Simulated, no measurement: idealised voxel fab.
process module | voxel capacitor over wiring
cross-section cut | 275 nm wide | cells 5 nm
A cross-section is a grid of square cells, given in bands from the top down. A band is one or more rows of cells.
Each band's line starts with the height of the band's top and of its bottom, in nm. Then come its materials from left to right, each with its width in nm. One material with "throughout" fills the band from edge to edge. "air" is empty space.
Height 0 is the level under which the wafer as received is all one material. The lowest band goes on downwards, as in "0 down".
A width such as "30 to 40" changes by the same amount from each row of cells to the next, from the band's top row to its bottom row.
"no change" after a step means that no cell of the cross-section changed.
closed voids: empty space of 8 cells or more with no open way to the top, each as width x height at its distance from the left edge, in nm
after a step's settings: what the simulator itself notes on the step
overlay nm, on a step with a mask: how far to the right of its planned place the mask lay; to the left if negative
plan
1 op RECEIVE | material Si
2 op CONFORMAL_DEP | material SiO2 | thk nm 15
3 op CONFORMAL_DEP | material SiN | thk nm 5
4 op DIRECTIONAL_DEP | material SiO2 | thk nm 20
5 op MASKED_ETCH | tone open | mask id METAL_1 | width nm 20 | pitch nm 70 | etch materials SiO2 | depth nm 20 | overlay nm 0
6 op MASKED_ETCH | tone open | mask id METAL_1 | width nm 20 | pitch nm 70 | etch materials SiN | depth nm 5 | overlay nm 0
7 op CONFORMAL_DEP | material TiN | thk nm 5
8 op FILL_DEP | material W | thk nm 5
9 op CMP | height nm 40
10 op CONFORMAL_DEP | material SiCN | thk nm 5
11 op DIRECTIONAL_DEP | material lowk | thk nm 10
12 op PATTERN | tone open | mask id PLUG_1 | material resist | width nm 15 | thk nm 15 | overlay nm 0
13 op DIRECTIONAL_ETCH | etch materials lowk | depth nm 10
14 op DIRECTIONAL_ETCH | etch materials SiCN | depth nm 5
15 op STRIP | etch materials resist
16 op CONFORMAL_DEP | material TiN | thk nm 5
17 op FILL_DEP | material Cu | thk nm 10
18 op CMP | height nm 55
19 op DIRECTIONAL_DEP | material TiN | thk nm 10
20 op DIRECTIONAL_DEP | material SiN | thk nm 5
21 op DIRECTIONAL_DEP | material TiN | thk nm 10
22 op MASKED_ETCH | tone cover | mask id UPPER_PLATE | width nm 55 | etch materials TiN | depth nm 10 | overlay nm 0
23 op MASKED_ETCH | tone cover | mask id UPPER_PLATE | width nm 55 | etch materials SiN | depth nm 5 | overlay nm 0
24 op MASKED_ETCH | tone cover | mask id LOWER_PLATE | width nm 65 | etch materials TiN | depth nm 10 | overlay nm 0
25 op FILL_DEP | material SiO2 | thk nm 15
26 op CMP | height nm 90
27 op MASKED_ETCH | tone open | mask id PLUG_2 | width nm 15 | etch materials SiO2 | depth nm 10 | overlay nm 0
28 op CONFORMAL_DEP | material TiN | thk nm 5
29 op FILL_DEP | material W | thk nm 10
30 op CMP | height nm 90
31 op CONFORMAL_DEP | material SiN | thk nm 5
as received, after step 1
  0 down: Si throughout
  closed voids: none
first wafer at the end, as planned
  95 to 90: SiN throughout
  90 to 85: SiO2 105 | TiN 5 | W 5 | TiN 5 | SiO2 155
  85 to 80: SiO2 105 | TiN 15 | SiO2 155
  80 to 70: SiO2 95 | TiN 55 | SiO2 125
  70 to 65: SiO2 95 | SiN 55 | SiO2 125
  65 to 55: SiO2 90 | TiN 65 | SiO2 120
  55 to 45: lowk 95 | TiN 5 | Cu 5 | TiN 5 | lowk 165
  45 to 40: SiCN 95 | TiN 15 | SiCN 165
  40 to 20: SiO2 90 | TiN 5 | W 10 | TiN 5 | SiO2 50 | TiN 5 | W 10 | TiN 5 | SiO2 95
  20 to 15: SiN 90 | TiN 20 | SiN 50 | TiN 20 | SiN 95
  15 to 0: SiO2 throughout
  0 down: Si throughout
  closed voids: none
second wafer at the end: like start, like plan, one mistake
  95 to 90: SiN throughout
  90 to 85: SiO2 105 | TiN 5 | W 5 | TiN 5 | SiO2 155
  85 to 80: SiO2 105 | TiN 15 | SiO2 155
  80 to 70: SiO2 95 | TiN 55 | SiO2 125
  70 to 65: SiO2 95 | SiN 55 | SiO2 125
  65 to 55: SiO2 85 | TiN 75 | SiO2 115
  55 to 45: lowk 95 | TiN 5 | Cu 5 | TiN 5 | lowk 165
  45 to 40: SiCN 95 | TiN 15 | SiCN 165
  40 to 20: SiO2 90 | TiN 5 | W 10 | TiN 5 | SiO2 50 | TiN 5 | W 10 | TiN 5 | SiO2 95
  20 to 15: SiN 90 | TiN 20 | SiN 50 | TiN 20 | SiN 95
  15 to 0: SiO2 throughout
  0 down: Si throughout
  closed voids: none
what went wrong: step 24 ran as: op MASKED_ETCH | tone cover | mask id LOWER_PLATE | width nm 75 | etch materials TiN | depth nm 10 | overlay nm 0
at the end the second wafer has, in cells: 4 fewer of SiO2 | 4 more of TiN
